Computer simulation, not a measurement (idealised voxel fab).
Herein follows the process module entitled voxel air gaps.
Section cut is 285 nm wide and gridded with 5 nm square cells.
A cross-section is a grid of square cells, given in bands from the top down. A band is one or more rows of cells. Heights first: top, then bottom, in nm. Then materials, left to right, each with a width in nm. "full width" on a single material: fills the band edge to edge. "air": empty space. Basically, 0 is our baseline, since under it the wafer straight out of the box is all one material. The bottom band has no lower end and keeps on going down, so it looks like "0 -> down". Width: "30 to 40" (first number = top row, second number = bottom row, same change from row to row of cells). It should be understood that the words "remains unaltered", when stated for a given step, signify that the cross-section underwent no change in any of its cells during that step. Closed-off voids of 8+ cells (no open route to the top) go in "Closed void catalog", written width x height at distance from the left edge, in nm. On each step's line, the part that comes after the settings is the simulator's own comment on the step. Each step line may optionally specify "overlay nm", which for a step with a mask gives the rightward distance between the mask's planned place and where it lay, a negative value indicating the leftward direction.
### The following list gives the planned process steps
1 RECEIVE, material Si
2 CONFORMAL_DEP, material SiO2, thk nm 10
3 CONFORMAL_DEP, material SiN, thk nm 5
4 DIRECTIONAL_DEP, material lowk, thk nm 40
5 DIRECTIONAL_DEP, material aC, thk nm 10
6 PATTERN, tone open, mask id LINES, material resist, width nm 15, pitch nm 40, thk nm 25, overlay nm 0
7 DIRECTIONAL_ETCH, etch materials aC, depth nm 10
8 STRIP, etch materials resist
9 DIRECTIONAL_ETCH, etch materials lowk, depth nm 40
10 STRIP, etch materials aC
11 CONFORMAL_DEP, material TiN, thk nm 5
12 FILL_DEP, material Ru, thk nm 10
13 CMP, height nm 55
14 EPI, material Ru, thk nm 10
15 SELECTIVE_ETCH, etch materials lowk, depth nm 50
16 CONFORMAL_DEP, material SiN, thk nm 5
### The first wafer of two, processed as planned
### This is the cross-section of the wafer as we received it, i.e. after step 1
> 0 -> down = Si full width
> Closed void catalog: none
### Cross-section of the wafer after step 2
> 10 -> 0 = SiO2 full width
> All layers under 0 are left as they were.
### Cross-section of the wafer after step 3
> 15 -> 10 = SiN full width
> All layers under 10 are left as they were.
### Cross-section of the wafer after step 4
> 55 -> 15 = lowk full width
> All layers under 15 are left as they were.
### Cross-section of the wafer after step 5
> 65 -> 55 = aC full width
> All layers under 55 are left as they were.
### Cross-section of the wafer after step 6
> 90 -> 65 = 75 nm resist; 15 nm air; 25 nm resist; 15 nm air; 25 nm resist; 15 nm air; 25 nm resist; 15 nm air; 75 nm resist
> All layers under 65 are left as they were.
### Cross-section of the wafer after step 7
> 80 -> 65 = 75 nm resist; 15 nm air; 25 nm resist; 15 nm air; 25 nm resist; 15 nm air; 25 nm resist; 15 nm air; 75 nm resist
> 65 -> 55 = 75 nm aC; 15 nm air; 25 nm aC; 15 nm air; 25 nm aC; 15 nm air; 25 nm aC; 15 nm air; 75 nm aC
> All layers under 55 are left as they were.
### Cross-section of the wafer after step 8
> 65 -> 55 = 75 nm aC; 15 nm air; 25 nm aC; 15 nm air; 25 nm aC; 15 nm air; 25 nm aC; 15 nm air; 75 nm aC
> All layers under 55 are left as they were.
### Cross-section of the wafer after step 9
> 65 -> 55 = 75 nm aC; 15 nm air; 25 nm aC; 15 nm air; 25 nm aC; 15 nm air; 25 nm aC; 15 nm air; 75 nm aC
> 55 -> 15 = 75 nm lowk; 15 nm air; 25 nm lowk; 15 nm air; 25 nm lowk; 15 nm air; 25 nm lowk; 15 nm air; 75 nm lowk
> All layers under 15 are left as they were.
### Cross-section of the wafer after step 10
> 55 -> 15 = 75 nm lowk; 15 nm air; 25 nm lowk; 15 nm air; 25 nm lowk; 15 nm air; 25 nm lowk; 15 nm air; 75 nm lowk
> All layers under 15 are left as they were.
### Cross-section of the wafer after step 11
> 60 -> 55 = 80 nm TiN; 5 nm air; 35 nm TiN; 5 nm air; 35 nm TiN; 5 nm air; 35 nm TiN; 5 nm air; 80 nm TiN
> 55 -> 20 = 75 nm lowk; 5 nm TiN; 5 nm air; 5 nm TiN; 25 nm lowk; 5 nm TiN; 5 nm air; 5 nm TiN; 25 nm lowk; 5 nm TiN; 5 nm air; 5 nm TiN; 25 nm lowk; 5 nm TiN; 5 nm air; 5 nm TiN; 75 nm lowk
> 20 -> 15 = 75 nm lowk; 15 nm TiN; 25 nm lowk; 15 nm TiN; 25 nm lowk; 15 nm TiN; 25 nm lowk; 15 nm TiN; 75 nm lowk
> All layers under 15 are left as they were.
### Cross-section of the wafer after step 12
> 70 -> 60 = Ru full width
> 60 -> 55 = 80 nm TiN; 5 nm Ru; 35 nm TiN; 5 nm Ru; 35 nm TiN; 5 nm Ru; 35 nm TiN; 5 nm Ru; 80 nm TiN
> 55 -> 20 = 75 nm lowk; 5 nm TiN; 5 nm Ru; 5 nm TiN; 25 nm lowk; 5 nm TiN; 5 nm Ru; 5 nm TiN; 25 nm lowk; 5 nm TiN; 5 nm Ru; 5 nm TiN; 25 nm lowk; 5 nm TiN; 5 nm Ru; 5 nm TiN; 75 nm lowk
> All layers under 20 are left as they were.
### Cross-section of the wafer after step 13
> 55 -> 20 = 75 nm lowk; 5 nm TiN; 5 nm Ru; 5 nm TiN; 25 nm lowk; 5 nm TiN; 5 nm Ru; 5 nm TiN; 25 nm lowk; 5 nm TiN; 5 nm Ru; 5 nm TiN; 25 nm lowk; 5 nm TiN; 5 nm Ru; 5 nm TiN; 75 nm lowk
> All layers under 20 are left as they were.
### Cross-section of the wafer after step 14
> 65 -> 55 = 65 nm air; 35 nm Ru; 5 nm air; 35 nm Ru; 5 nm air; 35 nm Ru; 5 nm air; 35 nm Ru; 65 nm air
> All layers under 55 are left as they were.
### Cross-section of the wafer after step 15
> 65 -> 55 = 65 nm air; 35 nm Ru; 5 nm air; 35 nm Ru; 5 nm air; 35 nm Ru; 5 nm air; 35 nm Ru; 65 nm air
> 55 -> 20 = 75 nm air; 5 nm TiN; 5 nm Ru; 5 nm TiN; 25 nm air; 5 nm TiN; 5 nm Ru; 5 nm TiN; 25 nm air; 5 nm TiN; 5 nm Ru; 5 nm TiN; 25 nm air; 5 nm TiN; 5 nm Ru; 5 nm TiN; 75 nm air
> 20 -> 15 = 75 nm air; 15 nm TiN; 25 nm air; 15 nm TiN; 25 nm air; 15 nm TiN; 25 nm air; 15 nm TiN; 75 nm air
> All layers under 15 are left as they were.
### Cross-section of the wafer after step 16
> 70 -> 65 = 60 nm air; 165 nm SiN; 60 nm air
> 65 -> 55 = 60 nm air; 5 nm SiN; 35 nm Ru; 5 nm SiN; 35 nm Ru; 5 nm SiN; 35 nm Ru; 5 nm SiN; 35 nm Ru; 5 nm SiN; 60 nm air
> 55 -> 50 = 60 nm air; 15 nm SiN; 5 nm TiN; 5 nm Ru; 5 nm TiN; 25 nm SiN; 5 nm TiN; 5 nm Ru; 5 nm TiN; 25 nm SiN; 5 nm TiN; 5 nm Ru; 5 nm TiN; 25 nm SiN; 5 nm TiN; 5 nm Ru; 5 nm TiN; 15 nm SiN; 60 nm air
> 50 -> 20 = 70 nm air; 5 nm SiN; 5 nm TiN; 5 nm Ru; 5 nm TiN; 5 nm SiN; 15 nm air; 5 nm SiN; 5 nm TiN; 5 nm Ru; 5 nm TiN; 5 nm SiN; 15 nm air; 5 nm SiN; 5 nm TiN; 5 nm Ru; 5 nm TiN; 5 nm SiN; 15 nm air; 5 nm SiN; 5 nm TiN; 5 nm Ru; 5 nm TiN; 5 nm SiN; 70 nm air
> 20 -> 15 = 75 nm SiN; 15 nm TiN; 25 nm SiN; 15 nm TiN; 25 nm SiN; 15 nm TiN; 25 nm SiN; 15 nm TiN; 75 nm SiN
> All layers under 15 are left as they were.
> Closed void catalog: 15 x 30 at 95; 15 x 30 at 135; 15 x 30 at 175
### Second wafer - shared start and plan with the first - one error in running - same as the first up to step 13 inclusive
### Cross-section of the second wafer at the time by which step 14 should have been completed according to the plan
> 75 -> 55 = 55 nm air; 175 nm Ru; 55 nm air
> All layers under 55 are left as they were.
### Cross-section of the second wafer at the time by which step 15 should have been completed according to the plan
> 75 -> 55 = 55 nm air; 175 nm Ru; 55 nm air
> 55 -> 20 = 75 nm air; 5 nm TiN; 5 nm Ru; 5 nm TiN; 25 nm lowk; 5 nm TiN; 5 nm Ru; 5 nm TiN; 25 nm lowk; 5 nm TiN; 5 nm Ru; 5 nm TiN; 25 nm lowk; 5 nm TiN; 5 nm Ru; 5 nm TiN; 75 nm air
> 20 -> 15 = 75 nm air; 15 nm TiN; 25 nm lowk; 15 nm TiN; 25 nm lowk; 15 nm TiN; 25 nm lowk; 15 nm TiN; 75 nm air
> All layers under 15 are left as they were.
### Cross-section of the second wafer at the time by which step 16 should have been completed according to the plan
> 80 -> 75 = 50 nm air; 185 nm SiN; 50 nm air
> 75 -> 55 = 50 nm air; 5 nm SiN; 175 nm Ru; 5 nm SiN; 50 nm air
> 55 -> 50 = 50 nm air; 25 nm SiN; 5 nm TiN; 5 nm Ru; 5 nm TiN; 25 nm lowk; 5 nm TiN; 5 nm Ru; 5 nm TiN; 25 nm lowk; 5 nm TiN; 5 nm Ru; 5 nm TiN; 25 nm lowk; 5 nm TiN; 5 nm Ru; 5 nm TiN; 25 nm SiN; 50 nm air
> 50 -> 20 = 70 nm air; 5 nm SiN; 5 nm TiN; 5 nm Ru; 5 nm TiN; 25 nm lowk; 5 nm TiN; 5 nm Ru; 5 nm TiN; 25 nm lowk; 5 nm TiN; 5 nm Ru; 5 nm TiN; 25 nm lowk; 5 nm TiN; 5 nm Ru; 5 nm TiN; 5 nm SiN; 70 nm air
> 20 -> 15 = 75 nm SiN; 15 nm TiN; 25 nm lowk; 15 nm TiN; 25 nm lowk; 15 nm TiN; 25 nm lowk; 15 nm TiN; 75 nm SiN
> All layers under 15 are left as they were.
Error vs. plan: it should be noted that step 14 of the plan was executed twice
Final tally in cells, some materials are higher or lower on the second wafer than on the first: Ru: 84 more | SiN: 60 fewer | lowk: 120 more
On completion, 0 closed voids are found in the second wafer, whereas the first wafer has 3.
